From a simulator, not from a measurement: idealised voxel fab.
process module | voxel transistor to metal
cross-section cut | 140 nm wide | cells 5 nm
A cross-section is a grid of square cells, given in bands from the top down. A band is one or more rows of cells.
Each band's line starts with the height of the band's top and of its bottom, in nm. Then come its materials from left to right, each with its width in nm. One material with "throughout" fills the band from edge to edge. "air" is empty space.
Height 0 is the level under which the wafer as received is all one material. The lowest band goes on downwards, as in "0 down".
A width such as "30 to 40" changes by the same amount from each row of cells to the next, from the band's top row to its bottom row.
"no change" after a step means that no cell of the cross-section changed.
closed voids: empty space of 8 cells or more with no open way to the top, each as width x height at its distance from the left edge, in nm
after a step's settings: what the simulator itself notes on the step
overlay nm, on a step with a mask: how far to the right of its planned place the mask lay; to the left if negative
plan
1 op RECEIVE | material Si
2 op OXIDIZE | depth nm 5
3 op CONFORMAL_DEP | material SiN | thk nm 15
4 op MASKED_ETCH | tone cover | mask id ACTIVE | width nm 110 | etch materials SiN | depth nm 15 | overlay nm 0
5 op MASKED_ETCH | tone cover | mask id ACTIVE | width nm 110 | etch materials SiO2 | depth nm 5 | overlay nm 0
6 op MASKED_ETCH | tone cover | mask id ACTIVE | width nm 110 | etch materials Si | depth nm 35 | overlay nm 0
7 op FILL_DEP | material SiO2 | thk nm 5
8 op CMP | height nm 15
9 op SELECTIVE_ETCH | etch materials SiO2 | depth nm 10
10 op STRIP | etch materials SiN
11 op SELECTIVE_ETCH | etch materials SiO2 | depth nm 5
12 op OXIDIZE | depth nm 5
13 op DIRECTIONAL_DEP | material polySi | thk nm 30
14 op DIRECTIONAL_DEP | material SiCN | thk nm 15
15 op DIRECTIONAL_DEP | material aC | thk nm 10
16 op PATTERN | tone cover | mask id GATE | material resist | width nm 20 | thk nm 25 | overlay nm 0
17 op DIRECTIONAL_ETCH | etch materials aC | depth nm 10
18 op STRIP | etch materials resist
19 op DIRECTIONAL_ETCH | etch materials SiCN | depth nm 25
20 op DIRECTIONAL_ETCH | etch materials polySi | depth nm 40
21 op STRIP | etch materials aC
22 op CONFORMAL_DEP | material SiO2 | thk nm 5
23 op DIRECTIONAL_ETCH | etch materials SiO2 | depth nm 5
24 op CONFORMAL_DEP | material SiN | thk nm 5
25 op DIRECTIONAL_ETCH | etch materials SiN | depth nm 5
26 op DIRECTIONAL_ETCH | etch materials SiO2 | depth nm 5
27 op DIRECTIONAL_ETCH | etch materials Si | depth nm 10
28 op EPI | material SiGe | thk nm 15
29 op FILL_DEP | material SiO2 | thk nm 5
30 op CMP | height nm 40
31 op DIRECTIONAL_DEP | material SiO2 | thk nm 15
32 op DIRECTIONAL_DEP | material aC | thk nm 15
33 op PATTERN | tone open | mask id CONTACT | material resist | width nm 20 | pitch nm 80 | thk nm 30 | overlay nm 0
34 op DIRECTIONAL_ETCH | etch materials aC | depth nm 15
35 op STRIP | etch materials resist
36 op DIRECTIONAL_ETCH | etch materials SiO2 | depth nm 50
37 op STRIP | etch materials aC
38 op CONFORMAL_DEP | material TiN | thk nm 5
39 op FILL_DEP | material Ru | thk nm 10
40 op CMP | height nm 55
41 op CONFORMAL_DEP | material SiCN | thk nm 5
42 op DIRECTIONAL_DEP | material SiO2 | thk nm 15
43 op DIRECTIONAL_DEP | material aC | thk nm 15
44 op PATTERN | tone open | mask id METAL_1 | material resist | width nm 20 | pitch nm 80 | thk nm 35 | overlay nm 0
45 op DIRECTIONAL_ETCH | etch materials aC | depth nm 15
46 op STRIP | etch materials resist
47 op DIRECTIONAL_ETCH | etch materials SiO2 | depth nm 15
48 op DIRECTIONAL_ETCH | etch materials SiCN | depth nm 5
49 op STRIP | etch materials aC
50 op CONFORMAL_DEP | material TiN | thk nm 5
51 op FILL_DEP | material W | thk nm 10
52 op CMP | height nm 75
53 op CONFORMAL_DEP | material SiCN | thk nm 5
first wafer, as planned
as received, after step 1
  0 down: Si throughout
  closed voids: none
after step 2
  0 to -5: SiO2 throughout
  below -5: unchanged
after step 3
  15 to 0: SiN throughout
  below 0: unchanged
after step 4
  15 to 0: air 15 | SiN 110 | air 15
  below 0: unchanged
after step 5
  15 to 0: air 15 | SiN 110 | air 15
  0 to -5: air 15 | SiO2 110 | air 15
  below -5: unchanged
after step 6
  15 to 0: air 15 | SiN 110 | air 15
  0 to -5: air 15 | SiO2 110 | air 15
  -5 to -40: air 15 | Si 110 | air 15
  below -40: unchanged
after step 7
  20 to 15: SiO2 throughout
  15 to 0: SiO2 15 | SiN 110 | SiO2 15
  0 to -5: SiO2 throughout
  -5 to -40: SiO2 15 | Si 110 | SiO2 15
  below -40: unchanged
after step 8
  15 to 0: SiO2 15 | SiN 110 | SiO2 15
  below 0: unchanged
after step 9
  15 to 5: air 15 | SiN 110 | air 15
  below 5: unchanged
after step 10
  5 to 0: SiO2 15 | air 110 | SiO2 15
  below 0: unchanged
after step 11
  0 to -5: SiO2 10 | air 120 | SiO2 10
  below -5: unchanged
after step 12
  0 to -5: SiO2 10 | air 120 | SiO2 10
  -5 to -10: SiO2 throughout
  below -10: unchanged
after step 13
  30 to 25: polySi 10 | air 120 | polySi 10
  25 to 0: polySi throughout
  0 to -5: SiO2 10 | polySi 120 | SiO2 10
  below -5: unchanged
after step 14
  45 to 40: SiCN 10 | air 120 | SiCN 10
  40 to 30: SiCN throughout
  30 to 25: polySi 10 | SiCN 120 | polySi 10
  below 25: unchanged
after step 15
  55 to 50: aC 10 | air 120 | aC 10
  50 to 45: aC throughout
  45 to 40: SiCN 10 | aC 120 | SiCN 10
  below 40: unchanged
after step 16
  80 to 55: air 60 | resist 20 | air 60
  55 to 50: aC 10 | air 50 | resist 20 | air 50 | aC 10
  below 50: unchanged
after step 17
  70 to 50: air 60 | resist 20 | air 60
  50 to 45: air 60 | aC 20 | air 60
  45 to 40: SiCN 10 | air 50 | aC 20 | air 50 | SiCN 10
  below 40: unchanged
after step 18
  50 to 45: air 60 | aC 20 | air 60
  below 45: unchanged
after step 19
  50 to 40: air 60 | aC 20 | air 60
  40 to 30: air 60 | SiCN 20 | air 60
  30 to 25: polySi 10 | air 50 | SiCN 20 | air 50 | polySi 10
  below 25: unchanged
after step 20
  50 to 40: air 60 | aC 20 | air 60
  40 to 25: air 60 | SiCN 20 | air 60
  25 to 0: air 60 | polySi 20 | air 60
  0 to -5: SiO2 10 | air 50 | polySi 20 | air 50 | SiO2 10
  below -5: unchanged
after step 21
  40 to 25: air 60 | SiCN 20 | air 60
  below 25: unchanged
after step 22
  45 to 40: air 55 | SiO2 30 | air 55
  40 to 25: air 55 | SiO2 5 | SiCN 20 | SiO2 5 | air 55
  25 to 5: air 55 | SiO2 5 | polySi 20 | SiO2 5 | air 55
  5 to 0: SiO2 15 | air 40 | SiO2 5 | polySi 20 | SiO2 5 | air 40 | SiO2 15
  0 to -5: SiO2 60 | polySi 20 | SiO2 60
  below -5: unchanged
after step 23
  40 to 25: air 55 | SiO2 5 | SiCN 20 | SiO2 5 | air 55
  25 to 0: air 55 | SiO2 5 | polySi 20 | SiO2 5 | air 55
  0 to -5: SiO2 15 | air 40 | SiO2 5 | polySi 20 | SiO2 5 | air 40 | SiO2 15
  below -5: unchanged
after step 24
  45 to 40: air 50 | SiN 40 | air 50
  40 to 25: air 50 | SiN 5 | SiO2 5 | SiCN 20 | SiO2 5 | SiN 5 | air 50
  25 to 5: air 50 | SiN 5 | SiO2 5 | polySi 20 | SiO2 5 | SiN 5 | air 50
  5 to 0: SiN 20 | air 30 | SiN 5 | SiO2 5 | polySi 20 | SiO2 5 | SiN 5 | air 30 | SiN 20
  0 to -5: SiO2 15 | SiN 40 | SiO2 5 | polySi 20 | SiO2 5 | SiN 40 | SiO2 15
  below -5: unchanged
after step 25
  40 to 25: air 50 | SiN 5 | SiO2 5 | SiCN 20 | SiO2 5 | SiN 5 | air 50
  25 to 0: air 50 | SiN 5 | SiO2 5 | polySi 20 | SiO2 5 | SiN 5 | air 50
  0 to -5: SiO2 15 | SiN 5 | air 30 | SiN 5 | SiO2 5 | polySi 20 | SiO2 5 | SiN 5 | air 30 | SiN 5 | SiO2 15
  below -5: unchanged
after step 26
  40 to 35: air 50 | SiN 5 | air 5 | SiCN 20 | air 5 | SiN 5 | air 50
  35 to 25: air 50 | SiN 5 | SiO2 5 | SiCN 20 | SiO2 5 | SiN 5 | air 50
  25 to 0: air 50 | SiN 5 | SiO2 5 | polySi 20 | SiO2 5 | SiN 5 | air 50
  0 to -5: air 15 | SiN 5 | air 30 | SiN 5 | SiO2 5 | polySi 20 | SiO2 5 | SiN 5 | air 30 | SiN 5 | air 15
  -5 to -10: SiO2 20 | air 30 | SiO2 40 | air 30 | SiO2 20
  below -10: unchanged
after step 27
  40 to 35: air 50 | SiN 5 | air 5 | SiCN 20 | air 5 | SiN 5 | air 50
  35 to 25: air 50 | SiN 5 | SiO2 5 | SiCN 20 | SiO2 5 | SiN 5 | air 50
  25 to 0: air 50 | SiN 5 | SiO2 5 | polySi 20 | SiO2 5 | SiN 5 | air 50
  0 to -5: air 15 | SiN 5 | air 30 | SiN 5 | SiO2 5 | polySi 20 | SiO2 5 | SiN 5 | air 30 | SiN 5 | air 15
  -5 to -10: SiO2 20 | air 30 | SiO2 40 | air 30 | SiO2 20
  -10 to -20: SiO2 15 | Si 5 | air 30 | Si 40 | air 30 | Si 5 | SiO2 15
  below -20: unchanged
after step 28
  40 to 35: air 50 | SiN 5 | air 5 | SiCN 20 | air 5 | SiN 5 | air 50
  35 to 25: air 50 | SiN 5 | SiO2 5 | SiCN 20 | SiO2 5 | SiN 5 | air 50
  25 to 5: air 50 | SiN 5 | SiO2 5 | polySi 20 | SiO2 5 | SiN 5 | air 50
  5 to 0: air 15 | SiGe 35 | SiN 5 | SiO2 5 | polySi 20 | SiO2 5 | SiN 5 | SiGe 35 | air 15
  0 to -5: air 15 | SiN 5 | SiGe 30 | SiN 5 | SiO2 5 | polySi 20 | SiO2 5 | SiN 5 | SiGe 30 | SiN 5 | air 15
  -5 to -10: SiO2 20 | SiGe 30 | SiO2 40 | SiGe 30 | SiO2 20
  -10 to -20: SiO2 15 | Si 5 | SiGe 30 | Si 40 | SiGe 30 | Si 5 | SiO2 15
  below -20: unchanged
after step 29
  45 to 40: SiO2 throughout
  40 to 25: SiO2 50 | SiN 5 | SiO2 5 | SiCN 20 | SiO2 5 | SiN 5 | SiO2 50
  25 to 5: SiO2 50 | SiN 5 | SiO2 5 | polySi 20 | SiO2 5 | SiN 5 | SiO2 50
  5 to 0: SiO2 15 | SiGe 35 | SiN 5 | SiO2 5 | polySi 20 | SiO2 5 | SiN 5 | SiGe 35 | SiO2 15
  0 to -5: SiO2 15 | SiN 5 | SiGe 30 | SiN 5 | SiO2 5 | polySi 20 | SiO2 5 | SiN 5 | SiGe 30 | SiN 5 | SiO2 15
  below -5: unchanged
after step 30
  40 to 25: SiO2 50 | SiN 5 | SiO2 5 | SiCN 20 | SiO2 5 | SiN 5 | SiO2 50
  below 25: unchanged
after step 31
  55 to 40: SiO2 throughout
  below 40: unchanged
after step 32
  70 to 55: aC throughout
  below 55: unchanged
after step 33
  100 to 70: resist 20 | air 20 | resist 60 | air 20 | resist 20
  below 70: unchanged
after step 34
  85 to 70: resist 20 | air 20 | resist 60 | air 20 | resist 20
  70 to 55: aC 20 | air 20 | aC 60 | air 20 | aC 20
  below 55: unchanged
after step 35
  70 to 55: aC 20 | air 20 | aC 60 | air 20 | aC 20
  below 55: unchanged
after step 36
  70 to 55: aC 20 | air 20 | aC 60 | air 20 | aC 20
  55 to 40: SiO2 20 | air 20 | SiO2 60 | air 20 | SiO2 20
  40 to 25: SiO2 20 | air 20 | SiO2 10 | SiN 5 | SiO2 5 | SiCN 20 | SiO2 5 | SiN 5 | SiO2 10 | air 20 | SiO2 20
  25 to 5: SiO2 20 | air 20 | SiO2 10 | SiN 5 | SiO2 5 | polySi 20 | SiO2 5 | SiN 5 | SiO2 10 | air 20 | SiO2 20
  below 5: unchanged
after step 37
  55 to 40: SiO2 20 | air 20 | SiO2 60 | air 20 | SiO2 20
  below 40: unchanged
after step 38
  60 to 55: TiN 25 | air 10 | TiN 70 | air 10 | TiN 25
  55 to 40: SiO2 20 | TiN 5 | air 10 | TiN 5 | SiO2 60 | TiN 5 | air 10 | TiN 5 | SiO2 20
  40 to 25: SiO2 20 | TiN 5 | air 10 | TiN 5 | SiO2 10 | SiN 5 | SiO2 5 | SiCN 20 | SiO2 5 | SiN 5 | SiO2 10 | TiN 5 | air 10 | TiN 5 | SiO2 20
  25 to 10: SiO2 20 | TiN 5 | air 10 | TiN 5 | SiO2 10 | SiN 5 | SiO2 5 | polySi 20 | SiO2 5 | SiN 5 | SiO2 10 | TiN 5 | air 10 | TiN 5 | SiO2 20
  10 to 5: SiO2 20 | TiN 20 | SiO2 10 | SiN 5 | SiO2 5 | polySi 20 | SiO2 5 | SiN 5 | SiO2 10 | TiN 20 | SiO2 20
  below 5: unchanged
after step 39
  70 to 60: Ru throughout
  60 to 55: TiN 25 | Ru 10 | TiN 70 | Ru 10 | TiN 25
  55 to 40: SiO2 20 | TiN 5 | Ru 10 | TiN 5 | SiO2 60 | TiN 5 | Ru 10 | TiN 5 | SiO2 20
  40 to 25: SiO2 20 | TiN 5 | Ru 10 | TiN 5 | SiO2 10 | SiN 5 | SiO2 5 | SiCN 20 | SiO2 5 | SiN 5 | SiO2 10 | TiN 5 | Ru 10 | TiN 5 | SiO2 20
  25 to 10: SiO2 20 | TiN 5 | Ru 10 | TiN 5 | SiO2 10 | SiN 5 | SiO2 5 | polySi 20 | SiO2 5 | SiN 5 | SiO2 10 | TiN 5 | Ru 10 | TiN 5 | SiO2 20
  below 10: unchanged
after step 40
  55 to 40: SiO2 20 | TiN 5 | Ru 10 | TiN 5 | SiO2 60 | TiN 5 | Ru 10 | TiN 5 | SiO2 20
  below 40: unchanged
after step 41
  60 to 55: SiCN throughout
  below 55: unchanged
after step 42
  75 to 60: SiO2 throughout
  below 60: unchanged
after step 43
  90 to 75: aC throughout
  below 75: unchanged
after step 44
  125 to 90: resist 20 | air 20 | resist 60 | air 20 | resist 20
  below 90: unchanged
after step 45
  110 to 90: resist 20 | air 20 | resist 60 | air 20 | resist 20
  90 to 75: aC 20 | air 20 | aC 60 | air 20 | aC 20
  below 75: unchanged
after step 46
  90 to 75: aC 20 | air 20 | aC 60 | air 20 | aC 20
  below 75: unchanged
after step 47
  90 to 75: aC 20 | air 20 | aC 60 | air 20 | aC 20
  75 to 60: SiO2 20 | air 20 | SiO2 60 | air 20 | SiO2 20
  below 60: unchanged
after step 48
  90 to 75: aC 20 | air 20 | aC 60 | air 20 | aC 20
  75 to 60: SiO2 20 | air 20 | SiO2 60 | air 20 | SiO2 20
  60 to 55: SiCN 20 | air 20 | SiCN 60 | air 20 | SiCN 20
  below 55: unchanged
after step 49
  75 to 60: SiO2 20 | air 20 | SiO2 60 | air 20 | SiO2 20
  below 60: unchanged
after step 50
  80 to 75: TiN 25 | air 10 | TiN 70 | air 10 | TiN 25
  75 to 60: SiO2 20 | TiN 5 | air 10 | TiN 5 | SiO2 60 | TiN 5 | air 10 | TiN 5 | SiO2 20
  60 to 55: SiCN 20 | TiN 20 | SiCN 60 | TiN 20 | SiCN 20
  below 55: unchanged
after step 51
  90 to 80: W throughout
  80 to 75: TiN 25 | W 10 | TiN 70 | W 10 | TiN 25
  75 to 60: SiO2 20 | TiN 5 | W 10 | TiN 5 | SiO2 60 | TiN 5 | W 10 | TiN 5 | SiO2 20
  below 60: unchanged
after step 52
  75 to 60: SiO2 20 | TiN 5 | W 10 | TiN 5 | SiO2 60 | TiN 5 | W 10 | TiN 5 | SiO2 20
  below 60: unchanged
after step 53
  80 to 75: SiCN throughout
  below 75: unchanged
second wafer: like start, like plan, one mistake. Through step 40 it matches the first wafer
when step 41 should have ended
  70 to 55: SiO2 throughout
  below 55: unchanged
when step 42 should have ended
  75 to 70: SiCN throughout
  below 70: unchanged
when step 43 should have ended
  90 to 75: aC throughout
  below 75: unchanged
when step 44 should have ended
  125 to 90: resist 20 | air 20 | resist 60 | air 20 | resist 20
  below 90: unchanged
when step 45 should have ended
  110 to 90: resist 20 | air 20 | resist 60 | air 20 | resist 20
  90 to 75: aC 20 | air 20 | aC 60 | air 20 | aC 20
  below 75: unchanged
when step 46 should have ended
  90 to 75: aC 20 | air 20 | aC 60 | air 20 | aC 20
  below 75: unchanged
when step 47 should have ended: no change
when step 48 should have ended
  90 to 75: aC 20 | air 20 | aC 60 | air 20 | aC 20
  75 to 70: SiCN 20 | air 20 | SiCN 60 | air 20 | SiCN 20
  below 70: unchanged
when step 49 should have ended
  75 to 70: SiCN 20 | air 20 | SiCN 60 | air 20 | SiCN 20
  below 70: unchanged
when step 50 should have ended
  80 to 75: TiN 25 | air 10 | TiN 70 | air 10 | TiN 25
  75 to 70: SiCN 20 | TiN 20 | SiCN 60 | TiN 20 | SiCN 20
  below 70: unchanged
when step 51 should have ended
  90 to 80: W throughout
  80 to 75: TiN 25 | W 10 | TiN 70 | W 10 | TiN 25
  below 75: unchanged
when step 52 should have ended
  75 to 70: SiCN 20 | TiN 20 | SiCN 60 | TiN 20 | SiCN 20
  below 70: unchanged
when step 53 should have ended
  80 to 75: SiCN throughout
  below 75: unchanged
what went wrong: steps 41 and 42 were swapped
at the end the second wafer has, in cells: 24 more of SiO2 | 12 fewer of TiN | 12 fewer of W
